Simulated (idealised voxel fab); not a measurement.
process module | voxel ribs on slabs
cross-section cut | 270 nm wide | cells 5 nm
A cross-section is a grid of square cells, given in bands from the top down. A band is one or more rows of cells.
Each band's line starts with the height of the band's top and of its bottom, in nm. Then come its materials from left to right, each with its width in nm. One material with "throughout" fills the band from edge to edge. "air" is empty space.
Height 0 is the level under which the wafer as received is all one material. The lowest band goes on downwards, as in "0 down".
A width such as "30 to 40" changes by the same amount from each row of cells to the next, from the band's top row to its bottom row.
"no change" after a step means that no cell of the cross-section changed.
closed voids: empty space of 8 cells or more with no open way to the top, each as width x height at its distance from the left edge, in nm
after a step's settings: what the simulator itself notes on the step
overlay nm, on a step with a mask: how far to the right of its planned place the mask lay; to the left if negative
plan
1 op RECEIVE | material Si
2 op DIRECTIONAL_DEP | material SiO2 | thk nm 25
3 op DIRECTIONAL_DEP | material polySi | thk nm 15
4 op DIRECTIONAL_DEP | material aC | thk nm 15
5 op PATTERN | tone cover | mask id RIB | material resist | width nm 15 | thk nm 30 | overlay nm 0
6 op DIRECTIONAL_ETCH | etch materials aC | depth nm 15
7 op STRIP | etch materials resist
8 op DIRECTIONAL_ETCH | etch materials polySi | depth nm 10
9 op STRIP | etch materials aC
10 op MASKED_ETCH | tone cover | mask id SLAB | width nm 50 | etch materials polySi | depth nm 5 | overlay nm 0
11 op FILL_DEP | material SiO2 | thk nm 25
12 op CMP | height nm 55
13 op DIRECTIONAL_DEP | material W | thk nm 5
14 op DIRECTIONAL_DEP | material aC | thk nm 10
15 op PATTERN | tone cover | mask id HEATER | material resist | width nm 30 | thk nm 25 | overlay nm 0
16 op DIRECTIONAL_ETCH | etch materials aC | depth nm 10
17 op STRIP | etch materials resist
18 op DIRECTIONAL_ETCH | etch materials W | depth nm 5
19 op STRIP | etch materials aC
20 op CONFORMAL_DEP | material SiN | thk nm 10
varied across the wafers: width nm of step 5. The plan shows the first wafer's value. All wafers start alike
first wafer as received, after step 1
  0 down: Si throughout
  closed voids: none
each wafer at the end: cells of each material gained (+) or lost (-) since it was received, then its closed voids
width nm 15 | +112 SiN | +578 SiO2 | +6 W | +16 polySi | closed voids: none
width nm 20 | +112 SiN | +576 SiO2 | +6 W | +18 polySi | closed voids: none
width nm 25 | +112 SiN | +574 SiO2 | +6 W | +20 polySi | closed voids: none
width nm 30 | +112 SiN | +572 SiO2 | +6 W | +22 polySi | closed voids: none
width nm 35 | +112 SiN | +570 SiO2 | +6 W | +24 polySi | closed voids: none
